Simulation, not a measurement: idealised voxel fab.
Module name: voxel capacitor over wiring (process module)
This is section cut - it's 240 nm across, gridded in 5 nm square cells.
In this document a cross-section is written as a grid of square cells. It is given as a series of bands, listed from the top down, and a band is one or more rows of cells.
Within each band entry, the heights of the top and of the bottom of the band appear first, in that order and in nm; the materials of the band then follow from left to right, each with its corresponding width in nm. The designation "edge to edge" on a single material indicates that it fills the band from edge to edge; the designation "air" indicates empty space.
Counting heights begins at 0, where everything beneath is, in the wafer as received, one material. The lowest band has no bottom; it goes on downwards, as "0 -> down" shows.
So if you see something like "30..40" for the width, read it as the top row of the band sitting at the first number and the bottom row at the second, with every row in between moving by the same amount as the last.
"identical to before" after a step means that no cell of the cross-section changed.
Reported under the label "Closed void entries" are the empty spaces having no open way to the top and comprising 8 cells or more; the notation for each is width x height at distance, in which the distance is measured from the left edge and all three values are in nm.
Formally, on a step line, whatever follows the settings is a remark that the simulator itself makes on the step.
overlay nm: for a step with a mask, the amount by which the mask lay right of where it was planned; a negative amount means left of it.
Guide to the pairs. Each holds a before and an after cross-section around one process step; the after cross-section is cut off at the lowest band that changed. Look under the pair for the step between them and its settings. Pairs can come from different runs of this module on the same starting wafer, so a pair follows on from the one above it only where its entry headed "Pre-step profile" says it does.
**Pre-step profile**
  80 -> 70 = air 85..80 | aC 50..55 | air 105
  70 -> 65 = aC edge to edge
  65 -> 60 = aC 85 | TiN 50 | aC 105
  60 -> 55 = aC 80 | Al2O3 55 | aC 105
  55 -> 50 = TiN edge to edge
  50 -> 40 = SiO2 80 | TiN 5 | Cu 5 | TiN 5 | SiO2 145
  40 -> 35 = SiCN 80 | TiN 15 | SiCN 145
  35 -> 20 = SiO2 75 | TiN 5 | W 10 | TiN 5 | SiO2 50 | TiN 5 | W 10 | TiN 5 | SiO2 75
  20 -> 15 = SiN 75 | TiN 20 | SiN 50 | TiN 20 | SiN 75
  15 -> 0 = SiO2 edge to edge
  0 -> down = Si edge to edge
  Closed void entries: none
**State After Step**
  115 -> 80 = air 75 | resist 65 | air 100
  80 -> 70 = air 75 | resist 10..5 | aC 50..55 | resist 5 | air 100
  Anything lower than 70 is untouched.
  Closed void entries: none
The before and after cross-sections above are linked by PATTERN: tone cover, mask id LOWER_PLATE, material resist, width nm 65, thk nm 35, overlay nm 0
Pre-step profile: For the state before this step, see the after cross-section of the pair located directly above.
**State After Step**
  100 -> 80 = air 75 | resist 65 | air 100
  80 -> 70 = air 75 | resist 10..5 | aC 50..55 | resist 5 | air 100
  70 -> 65 = air 75 | aC 65 | air 100
  65 -> 60 = air 75 | aC 10 | TiN 50 | aC 5 | air 100
  60 -> 55 = air 75 | aC 5 | Al2O3 55 | aC 5 | air 100
  Anything lower than 55 is untouched.
  Closed void entries: none
The before and after cross-sections above are linked by DIRECTIONAL_ETCH: etch materials aC, depth nm 15
Pre-step profile: For the state before this step, see the after cross-section of the pair located directly above.
**State After Step**
  80 -> 70 = air 85..80 | aC 50..55 | air 105
  Anything lower than 70 is untouched.
  Closed void entries: none
The before and after cross-sections above are linked by STRIP: etch materials resist
Pre-step profile: For the state before this step, see the after cross-section of the pair located directly above.
**State After Step**
  80 -> 70 = air 85..80 | aC 50..55 | air 105
  70 -> 65 = air 75 | aC 65 | air 100
  65 -> 60 = air 75 | aC 10 | TiN 50 | aC 5 | air 100
  60 -> 55 = air 75 | aC 5 | Al2O3 55 | aC 5 | air 100
  55 -> 50 = air 75 | TiN 65 | air 100
  Anything lower than 50 is untouched.
  Closed void entries: none
The before and after cross-sections above are linked by DIRECTIONAL_ETCH: etch materials TiN, depth nm 5
Pre-step profile: For the state before this step, see the after cross-section of the pair located directly above.
**State After Step**
  65 -> 60 = air 85 | TiN 50 | air 105
  60 -> 55 = air 80 | Al2O3 55 | air 105
  Anything lower than 55 is untouched.
  Closed void entries: none
The before and after cross-sections above are linked by STRIP: etch materials aC
Pre-step profile: For the state before this step, see the after cross-section of the pair located directly above.
**State After Step**
  85 -> 65 = SiO2 edge to edge
  65 -> 60 = SiO2 85 | TiN 50 | SiO2 105
  60 -> 55 = SiO2 80 | Al2O3 55 | SiO2 105
  55 -> 50 = SiO2 75 | TiN 65 | SiO2 100
  Anything lower than 50 is untouched.
  Closed void entries: none
The before and after cross-sections above are linked by FILL_DEP: material SiO2, thk nm 20
Pre-step profile: For the state before this step, see the after cross-section of the pair located directly above.
**State After Step**
  80 -> 65 = SiO2 edge to edge
  Anything lower than 65 is untouched.
  Closed void entries: none
The before and after cross-sections above are linked by CMP: height nm 80
Pre-step profile: For the state before this step, see the after cross-section of the pair located directly above.
**State After Step**
  80 -> 65 = SiO2 90 | air 15 | SiO2 135
  Anything lower than 65 is untouched.
  Closed void entries: none
The before and after cross-sections above are linked by MASKED_ETCH: tone open, mask id PLUG_2, width nm 15, etch materials SiO2, depth nm 15, overlay nm 0
Pre-step profile: For the state before this step, see the after cross-section of the pair located directly above.
**State After Step**
  85 -> 80 = TiN 95 | air 5 | TiN 140
  80 -> 70 = SiO2 90 | TiN 5 | air 5 | TiN 5 | SiO2 135
  70 -> 60 = SiO2 90..85 | TiN 15..50 | SiO2 135..105
  Anything lower than 60 is untouched.
  Closed void entries: none
The before and after cross-sections above are linked by CONFORMAL_DEP: material TiN, thk nm 5
Pre-step profile: For the state before this step, see the after cross-section of the pair located directly above.
**State After Step**
  90 -> 85 = Cu edge to edge
  85 -> 80 = TiN 95 | Cu 5 | TiN 140
  80 -> 70 = SiO2 90 | TiN 5 | Cu 5 | TiN 5 | SiO2 135
  Anything lower than 70 is untouched.
  Closed void entries: none
The before and after cross-sections above are linked by FILL_DEP: material Cu, thk nm 5
Pre-step profile: For the state before this step, see the after cross-section of the pair located directly above.
**State After Step**
  80 -> 70 = SiO2 90 | TiN 5 | Cu 5 | TiN 5 | SiO2 135
  Anything lower than 70 is untouched.
  Closed void entries: none
The before and after cross-sections above are linked by CMP: height nm 80
Pre-step profile: For the state before this step, see the after cross-section of the pair located directly above.
**State After Step**
  85 -> 80 = SiN edge to edge
  Anything lower than 80 is untouched.
  Closed void entries: none
The before and after cross-sections above are linked by CONFORMAL_DEP: material SiN, thk nm 5
**Pre-step profile**
  80 -> 70 = air 80 | aC 55 | air 105
  70 -> 65 = aC edge to edge
  65 -> 60 = aC 80 | TiN 55 | aC 105
  60 -> 55 = aC 80 | Al2O3 55 | aC 105
  55 -> 50 = TiN edge to edge
  50 -> 40 = SiO2 80 | TiN 5 | Cu 5 | TiN 5 | SiO2 145
  40 -> 35 = SiCN 80 | TiN 15 | SiCN 145
  35 -> 20 = SiO2 75 | TiN 5 | W 10 | TiN 5 | SiO2 50 | TiN 5 | W 10 | TiN 5 | SiO2 75
  20 -> 15 = SiN 75 | TiN 20 | SiN 50 | TiN 20 | SiN 75
  15 -> 0 = SiO2 edge to edge
  0 -> down = Si edge to edge
  Closed void entries: none
**State After Step**
  115 -> 80 = air 80 | resist 65 | air 95
  80 -> 70 = air 80 | aC 55 | resist 10 | air 95
  Anything lower than 70 is untouched.
  Closed void entries: none
The before and after cross-sections above are linked by PATTERN: tone cover, mask id LOWER_PLATE, material resist, width nm 65, thk nm 35, overlay nm 5
Pre-step profile: For the state before this step, see the after cross-section of the pair located directly above.
**State After Step**
  100 -> 80 = air 80 | resist 65 | air 95
  80 -> 70 = air 80 | aC 55 | resist 10 | air 95
  70 -> 65 = air 80 | aC 65 | air 95
  65 -> 60 = air 80 | TiN 55 | aC 10 | air 95
  60 -> 55 = air 80 | Al2O3 55 | aC 10 | air 95
  Anything lower than 55 is untouched.
  Closed void entries: none
The before and after cross-sections above are linked by DIRECTIONAL_ETCH: etch materials aC, depth nm 15
Pre-step profile: For the state before this step, see the after cross-section of the pair located directly above.
**State After Step**
  80 -> 70 = air 80 | aC 55 | air 105
  Anything lower than 70 is untouched.
  Closed void entries: none
The before and after cross-sections above are linked by STRIP: etch materials resist
Pre-step profile: For the state before this step, see the after cross-section of the pair located directly above.
**State After Step**
  80 -> 70 = air 80 | aC 55 | air 105
  70 -> 65 = air 80 | aC 65 | air 95
  65 -> 60 = air 80 | TiN 55 | aC 10 | air 95
  60 -> 55 = air 80 | Al2O3 55 | aC 10 | air 95
  55 -> 50 = air 80 | TiN 65 | air 95
  Anything lower than 50 is untouched.
  Closed void entries: none
The before and after cross-sections above are linked by DIRECTIONAL_ETCH: etch materials TiN, depth nm 5
Pre-step profile: For the state before this step, see the after cross-section of the pair located directly above.
**State After Step**
  65 -> 60 = air 80 | TiN 55 | air 105
  60 -> 55 = air 80 | Al2O3 55 | air 105
  Anything lower than 55 is untouched.
  Closed void entries: none
The before and after cross-sections above are linked by STRIP: etch materials aC
Pre-step profile: For the state before this step, see the after cross-section of the pair located directly above.
**State After Step**
  85 -> 65 = SiO2 edge to edge
  65 -> 60 = SiO2 80 | TiN 55 | SiO2 105
  60 -> 55 = SiO2 80 | Al2O3 55 | SiO2 105
  55 -> 50 = SiO2 80 | TiN 65 | SiO2 95
  Anything lower than 50 is untouched.
  Closed void entries: none
The before and after cross-sections above are linked by FILL_DEP: material SiO2, thk nm 20
Pre-step profile: For the state before this step, see the after cross-section of the pair located directly above.
**State After Step**
  80 -> 65 = SiO2 edge to edge
  Anything lower than 65 is untouched.
  Closed void entries: none
The before and after cross-sections above are linked by CMP: height nm 80
Pre-step profile: For the state before this step, see the after cross-section of the pair located directly above.
**State After Step**
  80 -> 65 = SiO2 90 | air 15 | SiO2 135
  Anything lower than 65 is untouched.
  Closed void entries: none
The before and after cross-sections above are linked by MASKED_ETCH: tone open, mask id PLUG_2, width nm 15, etch materials SiO2, depth nm 15, overlay nm 0
Pre-step profile: For the state before this step, see the after cross-section of the pair located directly above.
**State After Step**
  85 -> 80 = TiN 95 | air 5 | TiN 140
  80 -> 70 = SiO2 90 | TiN 5 | air 5 | TiN 5 | SiO2 135
  70 -> 60 = SiO2 90..80 | TiN 15..55 | SiO2 135..105
  Anything lower than 60 is untouched.
  Closed void entries: none
The before and after cross-sections above are linked by CONFORMAL_DEP: material TiN, thk nm 5
Pre-step profile: For the state before this step, see the after cross-section of the pair located directly above.
**State After Step**
  90 -> 85 = Cu edge to edge
  85 -> 80 = TiN 95 | Cu 5 | TiN 140
  80 -> 70 = SiO2 90 | TiN 5 | Cu 5 | TiN 5 | SiO2 135
  Anything lower than 70 is untouched.
  Closed void entries: none
The before and after cross-sections above are linked by FILL_DEP: material Cu, thk nm 5
Pre-step profile: For the state before this step, see the after cross-section of the pair located directly above.
**State After Step**
  80 -> 70 = SiO2 90 | TiN 5 | Cu 5 | TiN 5 | SiO2 135
  Anything lower than 70 is untouched.
  Closed void entries: none
The before and after cross-sections above are linked by CMP: height nm 80
Pre-step profile: For the state before this step, see the after cross-section of the pair located directly above.
**State After Step**
  85 -> 80 = SiN edge to edge
  Anything lower than 80 is untouched.
  Closed void entries: none
The before and after cross-sections above are linked by CONFORMAL_DEP: material SiN, thk nm 5
**Pre-step profile**
  35 -> 20 = SiO2 75 | TiN 5 | W 10 | TiN 5 | SiO2 50 | TiN 5 | W 10 | TiN 5 | SiO2 75
  20 -> 15 = SiN 75 | TiN 20 | SiN 50 | TiN 20 | SiN 75
  15 -> 0 = SiO2 edge to edge
  0 -> down = Si edge to edge
  Closed void entries: none
**State After Step**
  40 -> 35 = SiO2 edge to edge
  Anything lower than 35 is untouched.
  Closed void entries: none
The before and after cross-sections above are linked by CONFORMAL_DEP: material SiO2, thk nm 5
Pre-step profile: For the state before this step, see the after cross-section of the pair located directly above.
**State After Step**
  50 -> 35 = SiO2 edge to edge
  Anything lower than 35 is untouched.
  Closed void entries: none
The before and after cross-sections above are linked by DIRECTIONAL_DEP: material SiO2, thk nm 10
Pre-step profile: For the state before this step, see the after cross-section of the pair located directly above.
**State After Step**
  70 -> 50 = resist 80 | air 15 | resist 145
  Anything lower than 50 is untouched.
  Closed void entries: none
The before and after cross-sections above are linked by PATTERN: tone open, mask id PLUG_1, material resist, width nm 15, thk nm 20, overlay nm 0
Pre-step profile: For the state before this step, see the after cross-section of the pair located directly above.
**State After Step**
  70 -> 50 = resist 80 | air 15 | resist 145
  50 -> 40 = SiO2 80 | air 15 | SiO2 145
  Anything lower than 40 is untouched.
  Closed void entries: none
The before and after cross-sections above are linked by DIRECTIONAL_ETCH: etch materials SiO2, depth nm 10
Pre-step profile: For the state before this step, see the after cross-section of the pair located directly above.
**State After Step**
  50 -> 40 = SiO2 80 | air 15 | SiO2 145
  Anything lower than 40 is untouched.
  Closed void entries: none
The before and after cross-sections above are linked by STRIP: etch materials resist
Pre-step profile: For the state before this step, see the after cross-section of the pair located directly above.
**State After Step**
  55 -> 50 = TiN 85 | air 5 | TiN 150
  50 -> 45 = SiO2 80 | TiN 5 | air 5 | TiN 5 | SiO2 145
  45 -> 40 = SiO2 80 | TiN 15 | SiO2 145
  Anything lower than 40 is untouched.
  Closed void entries: none
The before and after cross-sections above are linked by CONFORMAL_DEP: material TiN, thk nm 5
Pre-step profile: For the state before this step, see the after cross-section of the pair located directly above.
**State After Step**
  60 -> 55 = Cu edge to edge
  55 -> 50 = TiN 85 | Cu 5 | TiN 150
  50 -> 45 = SiO2 80 | TiN 5 | Cu 5 | TiN 5 | SiO2 145
  Anything lower than 45 is untouched.
  Closed void entries: none
The before and after cross-sections above are linked by FILL_DEP: material Cu, thk nm 5
Pre-step profile: For the state before this step, see the after cross-section of the pair located directly above.
**State After Step**
  50 -> 45 = SiO2 80 | TiN 5 | Cu 5 | TiN 5 | SiO2 145
  Anything lower than 45 is untouched.
  Closed void entries: none
The before and after cross-sections above are linked by CMP: height nm 50
Pre-step profile: For the state before this step, see the after cross-section of the pair located directly above.
**State After Step**
  55 -> 50 = TiN edge to edge
  Anything lower than 50 is untouched.
  Closed void entries: none
The before and after cross-sections above are linked by DIRECTIONAL_DEP: material TiN, thk nm 5
Pre-step profile: For the state before this step, see the after cross-section of the pair located directly above.
**State After Step**
  60 -> 55 = Al2O3 edge to edge
  Anything lower than 55 is untouched.
  Closed void entries: none
The before and after cross-sections above are linked by DIRECTIONAL_DEP: material Al2O3, thk nm 5
Pre-step profile: For the state before this step, see the after cross-section of the pair located directly above.
**State After Step**
  65 -> 60 = TiN edge to edge
  Anything lower than 60 is untouched.
  Closed void entries: none
The before and after cross-sections above are linked by DIRECTIONAL_DEP: material TiN, thk nm 5
Pre-step profile: For the state before this step, see the after cross-section of the pair located directly above.
**State After Step**
  65 -> 60 = air 80 | TiN 55 | air 105
  Anything lower than 60 is untouched.
  Closed void entries: none
The before and after cross-sections above are linked by MASKED_ETCH: tone cover, mask id UPPER_PLATE, width nm 55, etch materials TiN, depth nm 5, overlay nm 0
Pre-step profile: For the state before this step, see the after cross-section of the pair located directly above.
**State After Step**
  65 -> 60 = air 80 | TiN 55 | air 105
  60 -> 55 = air 80 | Al2O3 55 | air 105
  Anything lower than 55 is untouched.
  Closed void entries: none
The before and after cross-sections above are linked by MASKED_ETCH: tone cover, mask id UPPER_PLATE, width nm 55, etch materials Al2O3, depth nm 5, overlay nm 0
Pre-step profile: For the state before this step, see the after cross-section of the pair located directly above.
**State After Step**
  80 -> 70 = air 80 | aC 55 | air 105
  70 -> 65 = aC edge to edge
  65 -> 60 = aC 80 | TiN 55 | aC 105
  60 -> 55 = aC 80 | Al2O3 55 | aC 105
  Anything lower than 55 is untouched.
  Closed void entries: none
The before and after cross-sections above are linked by DIRECTIONAL_DEP: material aC, thk nm 15
Pre-step profile: For the state before this step, see the after cross-section of the pair located directly above.
**State After Step**
  115 -> 80 = air 75 | resist 65 | air 100
  80 -> 70 = air 75 | resist 5 | aC 55 | resist 5 | air 100
  Anything lower than 70 is untouched.
  Closed void entries: none
The before and after cross-sections above are linked by PATTERN: tone cover, mask id LOWER_PLATE, material resist, width nm 65, thk nm 35, overlay nm 0
Pre-step profile: For the state before this step, see the after cross-section of the pair located directly above.
**State After Step**
  100 -> 80 = air 75 | resist 65 | air 100
  80 -> 70 = air 75 | resist 5 | aC 55 | resist 5 | air 100
  70 -> 65 = air 75 | aC 65 | air 100
  65 -> 60 = air 75 | aC 5 | TiN 55 | aC 5 | air 100
  60 -> 55 = air 75 | aC 5 | Al2O3 55 | aC 5 | air 100
  Anything lower than 55 is untouched.
  Closed void entries: none
The before and after cross-sections above are linked by DIRECTIONAL_ETCH: etch materials aC, depth nm 15
Pre-step profile: For the state before this step, see the after cross-section of the pair located directly above.
**State After Step**
  80 -> 70 = air 80 | aC 55 | air 105
  Anything lower than 70 is untouched.
  Closed void entries: none
The before and after cross-sections above are linked by STRIP: etch materials resist
Pre-step profile: For the state before this step, see the after cross-section of the pair located directly above.
**State After Step**
  80 -> 70 = air 80 | aC 55 | air 105
  70 -> 65 = air 75 | aC 65 | air 100
  65 -> 60 = air 75 | aC 5 | TiN 55 | aC 5 | air 100
  60 -> 55 = air 75 | aC 5 | Al2O3 55 | aC 5 | air 100
  55 -> 50 = air 75 | TiN 65 | air 100
  Anything lower than 50 is untouched.
  Closed void entries: none
The before and after cross-sections above are linked by DIRECTIONAL_ETCH: etch materials TiN, depth nm 5
Pre-step profile: For the state before this step, see the after cross-section of the pair located directly above.
**State After Step**
  65 -> 60 = air 80 | TiN 55 | air 105
  60 -> 55 = air 80 | Al2O3 55 | air 105
  Anything lower than 55 is untouched.
  Closed void entries: none
The before and after cross-sections above are linked by STRIP: etch materials aC
Pre-step profile: For the state before this step, see the after cross-section of the pair located directly above.
**State After Step**
  85 -> 65 = SiO2 edge to edge
  65 -> 60 = SiO2 80 | TiN 55 | SiO2 105
  60 -> 55 = SiO2 80 | Al2O3 55 | SiO2 105
  55 -> 50 = SiO2 75 | TiN 65 | SiO2 100
  Anything lower than 50 is untouched.
  Closed void entries: none
The before and after cross-sections above are linked by FILL_DEP: material SiO2, thk nm 20
Pre-step profile: For the state before this step, see the after cross-section of the pair located directly above.
**State After Step**
  80 -> 65 = SiO2 edge to edge
  Anything lower than 65 is untouched.
  Closed void entries: none
The before and after cross-sections above are linked by CMP: height nm 80
Pre-step profile: For the state before this step, see the after cross-section of the pair located directly above.
**State After Step**
  80 -> 65 = SiO2 90 | air 15 | SiO2 135
  Anything lower than 65 is untouched.
  Closed void entries: none
The before and after cross-sections above are linked by MASKED_ETCH: tone open, mask id PLUG_2, width nm 15, etch materials SiO2, depth nm 15, overlay nm 0
Pre-step profile: For the state before this step, see the after cross-section of the pair located directly above.
**State After Step**
  85 -> 80 = TiN 95 | air 5 | TiN 140
  80 -> 70 = SiO2 90 | TiN 5 | air 5 | TiN 5 | SiO2 135
  70 -> 60 = SiO2 90..80 | TiN 15..55 | SiO2 135..105
  Anything lower than 60 is untouched.
  Closed void entries: none
The before and after cross-sections above are linked by CONFORMAL_DEP: material TiN, thk nm 5
Pre-step profile: For the state before this step, see the after cross-section of the pair located directly above.
**State After Step**
  90 -> 85 = Cu edge to edge
  85 -> 80 = TiN 95 | Cu 5 | TiN 140
  80 -> 70 = SiO2 90 | TiN 5 | Cu 5 | TiN 5 | SiO2 135
  Anything lower than 70 is untouched.
  Closed void entries: none
The before and after cross-sections above are linked by FILL_DEP: material Cu, thk nm 5
Pre-step profile: For the state before this step, see the after cross-section of the pair located directly above.
**State After Step**
  80 -> 70 = SiO2 90 | TiN 5 | Cu 5 | TiN 5 | SiO2 135
  Anything lower than 70 is untouched.
  Closed void entries: none
The before and after cross-sections above are linked by CMP: height nm 80
Pre-step profile: For the state before this step, see the after cross-section of the pair located directly above.
**State After Step**
  85 -> 80 = SiN edge to edge
  Anything lower than 80 is untouched.
  Closed void entries: none
The before and after cross-sections above are linked by CONFORMAL_DEP: material SiN, thk nm 5
**Pre-step profile**
  80 -> 70 = air 80 | aC 55 | air 105
  70 -> 65 = aC edge to edge
  65 -> 60 = aC 80 | TiN 55 | aC 105
  60 -> 55 = aC 80 | Al2O3 55 | aC 105
  55 -> 50 = TiN edge to edge
  50 -> 40 = SiO2 80 | TiN 5 | Cu 5 | TiN 5 | SiO2 145
  40 -> 35 = SiCN 80 | TiN 15 | SiCN 145
  35 -> 20 = SiO2 75 | TiN 5 | W 10 | TiN 5 | SiO2 50 | TiN 5 | W 10 | TiN 5 | SiO2 75
  20 -> 15 = SiN 75 | TiN 20 | SiN 50 | TiN 20 | SiN 75
  15 -> 0 = SiO2 edge to edge
  0 -> down = Si edge to edge
  Closed void entries: none
**State After Step**
  115 -> 80 = resist 75 | air 65 | resist 100
  80 -> 70 = resist 75 | air 5 | aC 55 | air 5 | resist 100
  Anything lower than 70 is untouched.
  Closed void entries: none
The before and after cross-sections above are linked by PATTERN: tone open, mask id LOWER_PLATE, material resist, width nm 65, thk nm 35, overlay nm 0
Pre-step profile: For the state before this step, see the after cross-section of the pair located directly above.
**State After Step**
  100 -> 70 = resist 75 | air 65 | resist 100
  70 -> 65 = aC 75 | air 65 | aC 100
  65 -> 60 = aC 75 | air 5 | TiN 55 | air 5 | aC 100
  60 -> 55 = aC 75 | air 5 | Al2O3 55 | air 5 | aC 100
  Anything lower than 55 is untouched.
  Closed void entries: none
The before and after cross-sections above are linked by DIRECTIONAL_ETCH: etch materials aC, depth nm 15
Pre-step profile: For the state before this step, see the after cross-section of the pair located directly above.
**State After Step**
  70 -> 65 = aC 75 | air 65 | aC 100
  Anything lower than 65 is untouched.
  Closed void entries: none
The before and after cross-sections above are linked by STRIP: etch materials resist
Pre-step profile: For the state before this step, see the after cross-section of the pair located directly above.
**State After Step**
  70 -> 60 = aC 75 | air 65 | aC 100
  60 -> 55 = aC 75 | air 5 | Al2O3 55 | air 5 | aC 100
  55 -> 50 = TiN 75 | air 5 | TiN 55 | air 5 | TiN 100
  Anything lower than 50 is untouched.
  Closed void entries: none
The before and after cross-sections above are linked by DIRECTIONAL_ETCH: etch materials TiN, depth nm 5
Pre-step profile: For the state before this step, see the after cross-section of the pair located directly above.
**State After Step**
  60 -> 55 = air 80 | Al2O3 55 | air 105
  Anything lower than 55 is untouched.
  Closed void entries: none
The before and after cross-sections above are linked by STRIP: etch materials aC
Pre-step profile: For the state before this step, see the after cross-section of the pair located directly above.
**State After Step**
  80 -> 60 = SiO2 edge to edge
  60 -> 55 = SiO2 80 | Al2O3 55 | SiO2 105
  55 -> 50 = TiN 75 | SiO2 5 | TiN 55 | SiO2 5 | TiN 100
  Anything lower than 50 is untouched.
  Closed void entries: none
The before and after cross-sections above are linked by FILL_DEP: material SiO2, thk nm 20
Pre-step profile: For the state before this step, see the after cross-section of the pair located directly above.
**State After Step**
  80 -> 65 = SiO2 90 | air 15 | SiO2 135
  Anything lower than 65 is untouched.
  Closed void entries: none
The before and after cross-sections above are linked by MASKED_ETCH: tone open, mask id PLUG_2, width nm 15, etch materials SiO2, depth nm 15, overlay nm 0
Pre-step profile: For the state before this step, see the after cross-section of the pair located directly above.
**State After Step**
  85 -> 80 = TiN 95 | air 5 | TiN 140
  80 -> 70 = SiO2 90 | TiN 5 | air 5 | TiN 5 | SiO2 135
  70 -> 65 = SiO2 90 | TiN 15 | SiO2 135
  Anything lower than 65 is untouched.
  Closed void entries: none
The before and after cross-sections above are linked by CONFORMAL_DEP: material TiN, thk nm 5
Pre-step profile: For the state before this step, see the after cross-section of the pair located directly above.
**State After Step**
  90 -> 85 = Cu edge to edge
  85 -> 80 = TiN 95 | Cu 5 | TiN 140
  80 -> 70 = SiO2 90 | TiN 5 | Cu 5 | TiN 5 | SiO2 135
  Anything lower than 70 is untouched.
  Closed void entries: none
The before and after cross-sections above are linked by FILL_DEP: material Cu, thk nm 5
Pre-step profile: For the state before this step, see the after cross-section of the pair located directly above.
**State After Step**
  80 -> 70 = SiO2 90 | TiN 5 | Cu 5 | TiN 5 | SiO2 135
  Anything lower than 70 is untouched.
  Closed void entries: none
The before and after cross-sections above are linked by CMP: height nm 80
Pre-step profile: For the state before this step, see the after cross-section of the pair located directly above.
**State After Step**
  85 -> 80 = SiN edge to edge
  Anything lower than 80 is untouched.
  Closed void entries: none
The before and after cross-sections above are linked by CONFORMAL_DEP: material SiN, thk nm 5
